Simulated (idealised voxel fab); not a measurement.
Herein follows the process module entitled voxel transistor to metal.
Cross-sectional view cut (width: 195 nm; square cell size: 5 nm).
Cross-sections here: square-cell grids, written as top-down lists of bands, a band being one or more rows of cells. Each band's line starts with the height of the band's top and of its bottom, in nm. Then come its materials from left to right, each with its width in nm. One material with "edge to edge" fills the band from edge to edge. "empty" is empty space. Convention: height 0 is the level below which the wafer, as received, is all one material. The lowest band does not terminate at the bottom but continues downward, represented as "0..down". Graded width ("30..40"): value in top row of band = first number; value in bottom row = second number; row-to-row change constant. The cross-section has no changed cell in any step marked "changes: none". Trapped cavities: empty space of 8 cells or more with no open way to the top, each as width x height at its distance from the left edge, in nm. What comes after the settings on a step's line is commentary from the simulator itself on that step. A step's line can hold "overlay nm"; with a mask on that step, the setting says how far right of the planned place the mask lay, while a negative setting says it lay to the left.

# The following list gives the planned process steps
1) RECEIVE [material Si]
2) CONFORMAL_DEP [material SiO2] [thk nm 5]
3) CONFORMAL_DEP [material SiN] [thk nm 10]
4) MASKED_ETCH [tone cover] [mask id ACTIVE] [width nm 125] [etch materials SiN] [depth nm 10] [overlay nm 0]
5) MASKED_ETCH [tone cover] [mask id ACTIVE] [width nm 125] [etch materials SiO2] [depth nm 5] [overlay nm 0]
6) MASKED_ETCH [tone cover] [mask id ACTIVE] [width nm 125] [etch materials Si] [depth nm 25] [overlay nm 0]
7) FILL_DEP [material SiO2] [thk nm 5]
8) CMP [height nm 15]
9) SELECTIVE_ETCH [etch materials SiO2] [depth nm 10]
10) STRIP [etch materials SiN]
11) SELECTIVE_ETCH [etch materials SiO2] [depth nm 5]
12) OXIDIZE [depth nm 5]
13) DIRECTIONAL_DEP [material polySi] [thk nm 25]
14) DIRECTIONAL_DEP [material SiCN] [thk nm 10]
15) PATTERN [tone cover] [mask id GATE] [material resist] [width nm 25] [thk nm 15] [overlay nm 0]
16) DIRECTIONAL_ETCH [etch materials SiCN] [depth nm 20]
17) DIRECTIONAL_ETCH [etch materials polySi] [depth nm 35]
18) STRIP [etch materials resist]
19) CONFORMAL_DEP [material SiN] [thk nm 10]
20) DIRECTIONAL_ETCH [etch materials SiN] [depth nm 10]
21) DIRECTIONAL_ETCH [etch materials SiO2] [depth nm 5]
22) DIRECTIONAL_ETCH [etch materials Si] [depth nm 5]
23) EPI [material SiGe] [thk nm 10]
24) FILL_DEP [material SiO2] [thk nm 10]
25) CMP [height nm 35]
26) DIRECTIONAL_DEP [material SiO2] [thk nm 15]
27) DIRECTIONAL_DEP [material aC] [thk nm 15]
28) PATTERN [tone open] [mask id CONTACT] [material resist] [width nm 35] [pitch nm 70] [thk nm 30] [overlay nm 0]
29) DIRECTIONAL_ETCH [etch materials aC] [depth nm 15]
30) STRIP [etch materials resist]
31) DIRECTIONAL_ETCH [etch materials SiO2] [depth nm 50]
32) STRIP [etch materials aC]
33) CONFORMAL_DEP [material TiN] [thk nm 5]
34) FILL_DEP [material Ru] [thk nm 10]
35) CMP [height nm 50]
36) CONFORMAL_DEP [material SiCN] [thk nm 5]
37) DIRECTIONAL_DEP [material lowk] [thk nm 20]
38) MASKED_ETCH [tone open] [mask id METAL_1] [width nm 20] [pitch nm 85] [etch materials lowk] [depth nm 20] [overlay nm 0]
39) MASKED_ETCH [tone open] [mask id METAL_1] [width nm 20] [pitch nm 85] [etch materials SiCN] [depth nm 5] [overlay nm 0]
40) CONFORMAL_DEP [material TiN] [thk nm 5]
41) FILL_DEP [material W] [thk nm 5]
42) CMP [height nm 75]
43) CONFORMAL_DEP [material SiCN] [thk nm 5]
44) DIRECTIONAL_DEP [material SiO2] [thk nm 30]
45) PATTERN [tone open] [mask id METAL_2] [material resist] [width nm 20] [pitch nm 85] [thk nm 15] [overlay nm 0]
46) DIRECTIONAL_ETCH [etch materials SiO2] [depth nm 20]
47) STRIP [etch materials resist]
48) MASKED_ETCH [tone open] [mask id METAL_2_HOLES] [width nm 15] [pitch nm 85] [etch materials SiO2] [depth nm 10] [overlay nm 0]
49) MASKED_ETCH [tone open] [mask id METAL_2_HOLES] [width nm 15] [pitch nm 85] [etch materials SiCN] [depth nm 5] [overlay nm 0]
50) CONFORMAL_DEP [material TiN] [thk nm 5]
51) FILL_DEP [material Cu] [thk nm 10]
52) CMP [height nm 110]
53) CONFORMAL_DEP [material SiN] [thk nm 5]

# First out of two wafers; run went to plan

# Received-state cross-section, reflecting completion of step 1
	0..down = Si edge to edge
	Trapped cavities: none

# After step 2: wafer cross-section
	5..0 = SiO2 edge to edge
	Nothing below the height 0 has changed.

# After step 3: wafer cross-section
	15..5 = SiN edge to edge
	Nothing below the height 5 has changed.

# After step 4: wafer cross-section
	15..5 = empty (35), SiN (125), empty (35)
	Nothing below the height 5 has changed.

# After step 5: wafer cross-section
	15..5 = empty (35), SiN (125), empty (35)
	5..0 = empty (35), SiO2 (125), empty (35)
	Nothing below the height 0 has changed.

# After step 6: wafer cross-section
	15..5 = empty (35), SiN (125), empty (35)
	5..0 = empty (35), SiO2 (125), empty (35)
	0..-25 = empty (35), Si (125), empty (35)
	Nothing below the height -25 has changed.

# After step 7: wafer cross-section
	20..15 = SiO2 edge to edge
	15..5 = SiO2 (35), SiN (125), SiO2 (35)
	5..0 = SiO2 edge to edge
	0..-25 = SiO2 (35), Si (125), SiO2 (35)
	Nothing below the height -25 has changed.

# After step 8: wafer cross-section
	15..5 = SiO2 (35), SiN (125), SiO2 (35)
	Nothing below the height 5 has changed.

# After step 9: wafer cross-section
	15..5 = empty (35), SiN (125), empty (35)
	Nothing below the height 5 has changed.

# After step 10: wafer cross-section
	5..0 = SiO2 edge to edge
	Nothing below the height 0 has changed.

# After step 11: wafer cross-section
	0..-25 = SiO2 (35), Si (125), SiO2 (35)
	Nothing below the height -25 has changed.

# After step 12: wafer cross-section
	0..-5 = SiO2 edge to edge
	Nothing below the height -5 has changed.

# After step 13: wafer cross-section
	25..0 = polySi edge to edge
	Nothing below the height 0 has changed.

# After step 14: wafer cross-section
	35..25 = SiCN edge to edge
	Nothing below the height 25 has changed.

# After step 15: wafer cross-section
	50..35 = empty (85), resist (25), empty (85)
	Nothing below the height 35 has changed.

# After step 16: wafer cross-section
	50..35 = empty (85), resist (25), empty (85)
	35..25 = empty (85), SiCN (25), empty (85)
	Nothing below the height 25 has changed.

# After step 17: wafer cross-section
	50..35 = empty (85), resist (25), empty (85)
	35..25 = empty (85), SiCN (25), empty (85)
	25..0 = empty (85), polySi (25), empty (85)
	Nothing below the height 0 has changed.

# After step 18: wafer cross-section
	35..25 = empty (85), SiCN (25), empty (85)
	Nothing below the height 25 has changed.

# After step 19: wafer cross-section
	45..35 = empty (75), SiN (45), empty (75)
	35..25 = empty (75), SiN (10), SiCN (25), SiN (10), empty (75)
	25..10 = empty (75), SiN (10), polySi (25), SiN (10), empty (75)
	10..0 = SiN (85), polySi (25), SiN (85)
	Nothing below the height 0 has changed.

# After step 20: wafer cross-section
	35..25 = empty (75), SiN (10), SiCN (25), SiN (10), empty (75)
	25..0 = empty (75), SiN (10), polySi (25), SiN (10), empty (75)
	Nothing below the height 0 has changed.

# After step 21: wafer cross-section
	35..25 = empty (75), SiN (10), SiCN (25), SiN (10), empty (75)
	25..0 = empty (75), SiN (10), polySi (25), SiN (10), empty (75)
	0..-5 = empty (75), SiO2 (45), empty (75)
	Nothing below the height -5 has changed.

# After step 22: wafer cross-section
	35..25 = empty (75), SiN (10), SiCN (25), SiN (10), empty (75)
	25..0 = empty (75), SiN (10), polySi (25), SiN (10), empty (75)
	0..-5 = empty (75), SiO2 (45), empty (75)
	-5..-10 = SiO2 (35), empty (40), Si (45), empty (40), SiO2 (35)
	Nothing below the height -10 has changed.

# After step 23: wafer cross-section
	35..25 = empty (75), SiN (10), SiCN (25), SiN (10), empty (75)
	25..5 = empty (75), SiN (10), polySi (25), SiN (10), empty (75)
	5..0 = empty (65), SiGe (10), SiN (10), polySi (25), SiN (10), SiGe (10), empty (65)
	0..-5 = empty (30), SiGe (45), SiO2 (45), SiGe (45), empty (30)
	-5..-10 = SiO2 (35), SiGe (40), Si (45), SiGe (40), SiO2 (35)
	Nothing below the height -10 has changed.

# After step 24: wafer cross-section
	45..35 = SiO2 edge to edge
	35..25 = SiO2 (75), SiN (10), SiCN (25), SiN (10), SiO2 (75)
	25..5 = SiO2 (75), SiN (10), polySi (25), SiN (10), SiO2 (75)
	5..0 = SiO2 (65), SiGe (10), SiN (10), polySi (25), SiN (10), SiGe (10), SiO2 (65)
	0..-5 = SiO2 (30), SiGe (45), SiO2 (45), SiGe (45), SiO2 (30)
	Nothing below the height -5 has changed.

# After step 25: wafer cross-section
	35..25 = SiO2 (75), SiN (10), SiCN (25), SiN (10), SiO2 (75)
	Nothing below the height 25 has changed.

# After step 26: wafer cross-section
	50..35 = SiO2 edge to edge
	Nothing below the height 35 has changed.

# After step 27: wafer cross-section
	65..50 = aC edge to edge
	Nothing below the height 50 has changed.

# After step 28: wafer cross-section
	95..65 = resist (45), empty (35), resist (35), empty (35), resist (45)
	Nothing below the height 65 has changed.

# After step 29: wafer cross-section
	80..65 = resist (45), empty (35), resist (35), empty (35), resist (45)
	65..50 = aC (45), empty (35), aC (35), empty (35), aC (45)
	Nothing below the height 50 has changed.

# After step 30: wafer cross-section
	65..50 = aC (45), empty (35), aC (35), empty (35), aC (45)
	Nothing below the height 50 has changed.

# After step 31: wafer cross-section
	65..50 = aC (45), empty (35), aC (35), empty (35), aC (45)
	50..35 = SiO2 (45), empty (35), SiO2 (35), empty (35), SiO2 (45)
	35..25 = SiO2 (45), empty (30), SiN (10), SiCN (25), SiN (10), empty (30), SiO2 (45)
	25..5 = SiO2 (45), empty (30), SiN (10), polySi (25), SiN (10), empty (30), SiO2 (45)
	5..0 = SiO2 (45), empty (20), SiGe (10), SiN (10), polySi (25), SiN (10), SiGe (10), empty (20), SiO2 (45)
	Nothing below the height 0 has changed.

# After step 32: wafer cross-section
	50..35 = SiO2 (45), empty (35), SiO2 (35), empty (35), SiO2 (45)
	Nothing below the height 35 has changed.

# After step 33: wafer cross-section
	55..50 = TiN (50), empty (25), TiN (45), empty (25), TiN (50)
	50..40 = SiO2 (45), TiN (5), empty (25), TiN (5), SiO2 (35), TiN (5), empty (25), TiN (5), SiO2 (45)
	40..35 = SiO2 (45), TiN (5), empty (20), TiN (10), SiO2 (35), TiN (10), empty (20), TiN (5), SiO2 (45)
	35..25 = SiO2 (45), TiN (5), empty (20), TiN (5), SiN (10), SiCN (25), SiN (10), TiN (5), empty (20), TiN (5), SiO2 (45)
	25..10 = SiO2 (45), TiN (5), empty (20), TiN (5), SiN (10), polySi (25), SiN (10), TiN (5), empty (20), TiN (5), SiO2 (45)
	10..5 = SiO2 (45), TiN (5), empty (10), TiN (15), SiN (10), polySi (25), SiN (10), TiN (15), empty (10), TiN (5), SiO2 (45)
	5..0 = SiO2 (45), TiN (20), SiGe (10), SiN (10), polySi (25), SiN (10), SiGe (10), TiN (20), SiO2 (45)
	Nothing below the height 0 has changed.

# After step 34: wafer cross-section
	65..55 = Ru edge to edge
	55..50 = TiN (50), Ru (25), TiN (45), Ru (25), TiN (50)
	50..40 = SiO2 (45), TiN (5), Ru (25), TiN (5), SiO2 (35), TiN (5), Ru (25), TiN (5), SiO2 (45)
	40..35 = SiO2 (45), TiN (5), Ru (20), TiN (10), SiO2 (35), TiN (10), Ru (20), TiN (5), SiO2 (45)
	35..25 = SiO2 (45), TiN (5), Ru (20), TiN (5), SiN (10), SiCN (25), SiN (10), TiN (5), Ru (20), TiN (5), SiO2 (45)
	25..10 = SiO2 (45), TiN (5), Ru (20), TiN (5), SiN (10), polySi (25), SiN (10), TiN (5), Ru (20), TiN (5), SiO2 (45)
	10..5 = SiO2 (45), TiN (5), Ru (10), TiN (15), SiN (10), polySi (25), SiN (10), TiN (15), Ru (10), TiN (5), SiO2 (45)
	Nothing below the height 5 has changed.

# After step 35: wafer cross-section
	50..40 = SiO2 (45), TiN (5), Ru (25), TiN (5), SiO2 (35), TiN (5), Ru (25), TiN (5), SiO2 (45)
	Nothing below the height 40 has changed.

# After step 36: wafer cross-section
	55..50 = SiCN edge to edge
	Nothing below the height 50 has changed.

# After step 37: wafer cross-section
	75..55 = lowk edge to edge
	Nothing below the height 55 has changed.

# After step 38: wafer cross-section
	75..55 = lowk (45), empty (20), lowk (65), empty (20), lowk (45)
	Nothing below the height 55 has changed.

# After step 39: wafer cross-section
	75..55 = lowk (45), empty (20), lowk (65), empty (20), lowk (45)
	55..50 = SiCN (45), empty (20), SiCN (65), empty (20), SiCN (45)
	Nothing below the height 50 has changed.

# After step 40: wafer cross-section
	80..75 = TiN (50), empty (10), TiN (75), empty (10), TiN (50)
	75..55 = lowk (45), TiN (5), empty (10), TiN (5), lowk (65), TiN (5), empty (10), TiN (5), lowk (45)
	55..50 = SiCN (45), TiN (20), SiCN (65), TiN (20), SiCN (45)
	Nothing below the height 50 has changed.

# After step 41: wafer cross-section
	85..80 = W edge to edge
	80..75 = TiN (50), W (10), TiN (75), W (10), TiN (50)
	75..55 = lowk (45), TiN (5), W (10), TiN (5), lowk (65), TiN (5), W (10), TiN (5), lowk (45)
	Nothing below the height 55 has changed.

# After step 42: wafer cross-section
	75..55 = lowk (45), TiN (5), W (10), TiN (5), lowk (65), TiN (5), W (10), TiN (5), lowk (45)
	Nothing below the height 55 has changed.

# After step 43: wafer cross-section
	80..75 = SiCN edge to edge
	Nothing below the height 75 has changed.

# After step 44: wafer cross-section
	110..80 = SiO2 edge to edge
	Nothing below the height 80 has changed.

# After step 45: wafer cross-section
	125..110 = resist (45), empty (20), resist (65), empty (20), resist (45)
	Nothing below the height 110 has changed.

# After step 46: wafer cross-section
	125..110 = resist (45), empty (20), resist (65), empty (20), resist (45)
	110..90 = SiO2 (45), empty (20), SiO2 (65), empty (20), SiO2 (45)
	Nothing below the height 90 has changed.

# After step 47: wafer cross-section
	110..90 = SiO2 (45), empty (20), SiO2 (65), empty (20), SiO2 (45)
	Nothing below the height 90 has changed.

# After step 48: wafer cross-section
	110..90 = SiO2 (45), empty (20), SiO2 (65), empty (20), SiO2 (45)
	90..80 = SiO2 (45), empty (15), SiO2 (70), empty (15), SiO2 (50)
	Nothing below the height 80 has changed.

# After step 49: wafer cross-section
	110..90 = SiO2 (45), empty (20), SiO2 (65), empty (20), SiO2 (45)
	90..80 = SiO2 (45), empty (15), SiO2 (70), empty (15), SiO2 (50)
	80..75 = SiCN (45), empty (15), SiCN (70), empty (15), SiCN (50)
	Nothing below the height 75 has changed.

# After step 50: wafer cross-section
	115..110 = TiN (50), empty (10), TiN (75), empty (10), TiN (50)
	110..95 = SiO2 (45), TiN (5), empty (10), TiN (5), SiO2 (65), TiN (5), empty (10), TiN (5), SiO2 (45)
	95..90 = SiO2 (45), TiN (5), empty (5), TiN (10), SiO2 (65), TiN (5), empty (5), TiN (10), SiO2 (45)
	90..80 = SiO2 (45), TiN (5), empty (5), TiN (5), SiO2 (70), TiN (5), empty (5), TiN (5), SiO2 (50)
	80..75 = SiCN (45), TiN (15), SiCN (70), TiN (15), SiCN (50)
	Nothing below the height 75 has changed.

# After step 51: wafer cross-section
	125..115 = Cu edge to edge
	115..110 = TiN (50), Cu (10), TiN (75), Cu (10), TiN (50)
	110..95 = SiO2 (45), TiN (5), Cu (10), TiN (5), SiO2 (65), TiN (5), Cu (10), TiN (5), SiO2 (45)
	95..90 = SiO2 (45), TiN (5), Cu (5), TiN (10), SiO2 (65), TiN (5), Cu (5), TiN (10), SiO2 (45)
	90..80 = SiO2 (45), TiN (5), Cu (5), TiN (5), SiO2 (70), TiN (5), Cu (5), TiN (5), SiO2 (50)
	Nothing below the height 80 has changed.

# After step 52: wafer cross-section
	110..95 = SiO2 (45), TiN (5), Cu (10), TiN (5), SiO2 (65), TiN (5), Cu (10), TiN (5), SiO2 (45)
	Nothing below the height 95 has changed.

# After step 53: wafer cross-section
	115..110 = SiN edge to edge
	Nothing below the height 110 has changed.

# second wafer: like start, like plan, one mistake. Through step 34 it matches the first wafer

when step 35 should have ended: changes: none

# when step 36 should have ended
	70..65 = SiCN edge to edge
	Nothing below the height 65 has changed.

# when step 37 should have ended
	90..70 = lowk edge to edge
	Nothing below the height 70 has changed.

# when step 38 should have ended
	90..70 = lowk (45), empty (20), lowk (65), empty (20), lowk (45)
	Nothing below the height 70 has changed.

# when step 39 should have ended
	90..70 = lowk (45), empty (20), lowk (65), empty (20), lowk (45)
	70..65 = SiCN (45), empty (20), SiCN (65), empty (20), SiCN (45)
	Nothing below the height 65 has changed.

# when step 40 should have ended
	95..90 = TiN (50), empty (10), TiN (75), empty (10), TiN (50)
	90..70 = lowk (45), TiN (5), empty (10), TiN (5), lowk (65), TiN (5), empty (10), TiN (5), lowk (45)
	70..65 = SiCN (45), TiN (20), SiCN (65), TiN (20), SiCN (45)
	Nothing below the height 65 has changed.

# when step 41 should have ended
	100..95 = W edge to edge
	95..90 = TiN (50), W (10), TiN (75), W (10), TiN (50)
	90..70 = lowk (45), TiN (5), W (10), TiN (5), lowk (65), TiN (5), W (10), TiN (5), lowk (45)
	Nothing below the height 70 has changed.

# when step 42 should have ended
	75..70 = lowk (45), TiN (5), W (10), TiN (5), lowk (65), TiN (5), W (10), TiN (5), lowk (45)
	Nothing below the height 70 has changed.

# when step 43 should have ended
	80..75 = SiCN edge to edge
	Nothing below the height 75 has changed.

# when step 44 should have ended
	110..80 = SiO2 edge to edge
	Nothing below the height 80 has changed.

# when step 45 should have ended
	125..110 = resist (45), empty (20), resist (65), empty (20), resist (45)
	Nothing below the height 110 has changed.

# when step 46 should have ended
	125..110 = resist (45), empty (20), resist (65), empty (20), resist (45)
	110..90 = SiO2 (45), empty (20), SiO2 (65), empty (20), SiO2 (45)
	Nothing below the height 90 has changed.

# when step 47 should have ended
	110..90 = SiO2 (45), empty (20), SiO2 (65), empty (20), SiO2 (45)
	Nothing below the height 90 has changed.

# when step 48 should have ended
	110..90 = SiO2 (45), empty (20), SiO2 (65), empty (20), SiO2 (45)
	90..80 = SiO2 (45), empty (15), SiO2 (70), empty (15), SiO2 (50)
	Nothing below the height 80 has changed.

# when step 49 should have ended
	110..90 = SiO2 (45), empty (20), SiO2 (65), empty (20), SiO2 (45)
	90..80 = SiO2 (45), empty (15), SiO2 (70), empty (15), SiO2 (50)
	80..75 = SiCN (45), empty (15), SiCN (70), empty (15), SiCN (50)
	Nothing below the height 75 has changed.

# when step 50 should have ended
	115..110 = TiN (50), empty (10), TiN (75), empty (10), TiN (50)
	110..95 = SiO2 (45), TiN (5), empty (10), TiN (5), SiO2 (65), TiN (5), empty (10), TiN (5), SiO2 (45)
	95..90 = SiO2 (45), TiN (5), empty (5), TiN (10), SiO2 (65), TiN (5), empty (5), TiN (10), SiO2 (45)
	90..80 = SiO2 (45), TiN (5), empty (5), TiN (5), SiO2 (70), TiN (5), empty (5), TiN (5), SiO2 (50)
	80..75 = SiCN (45), TiN (15), SiCN (70), TiN (15), SiCN (50)
	Nothing below the height 75 has changed.

# when step 51 should have ended
	125..115 = Cu edge to edge
	115..110 = TiN (50), Cu (10), TiN (75), Cu (10), TiN (50)
	110..95 = SiO2 (45), TiN (5), Cu (10), TiN (5), SiO2 (65), TiN (5), Cu (10), TiN (5), SiO2 (45)
	95..90 = SiO2 (45), TiN (5), Cu (5), TiN (10), SiO2 (65), TiN (5), Cu (5), TiN (10), SiO2 (45)
	90..80 = SiO2 (45), TiN (5), Cu (5), TiN (5), SiO2 (70), TiN (5), Cu (5), TiN (5), SiO2 (50)
	Nothing below the height 80 has changed.

# when step 52 should have ended
	110..95 = SiO2 (45), TiN (5), Cu (10), TiN (5), SiO2 (65), TiN (5), Cu (10), TiN (5), SiO2 (45)
	Nothing below the height 95 has changed.

# when step 53 should have ended
	115..110 = SiN edge to edge
	Nothing below the height 110 has changed.
Which mistake was made when the wafer was run? step 35 of the plan was bypassed and not carried out
It is noted that, at the conclusion of processing, the second wafer exhibits a higher or lower cell count for certain materials relative to the first: +88 Ru, +17 TiN, -12 W, -93 lowk
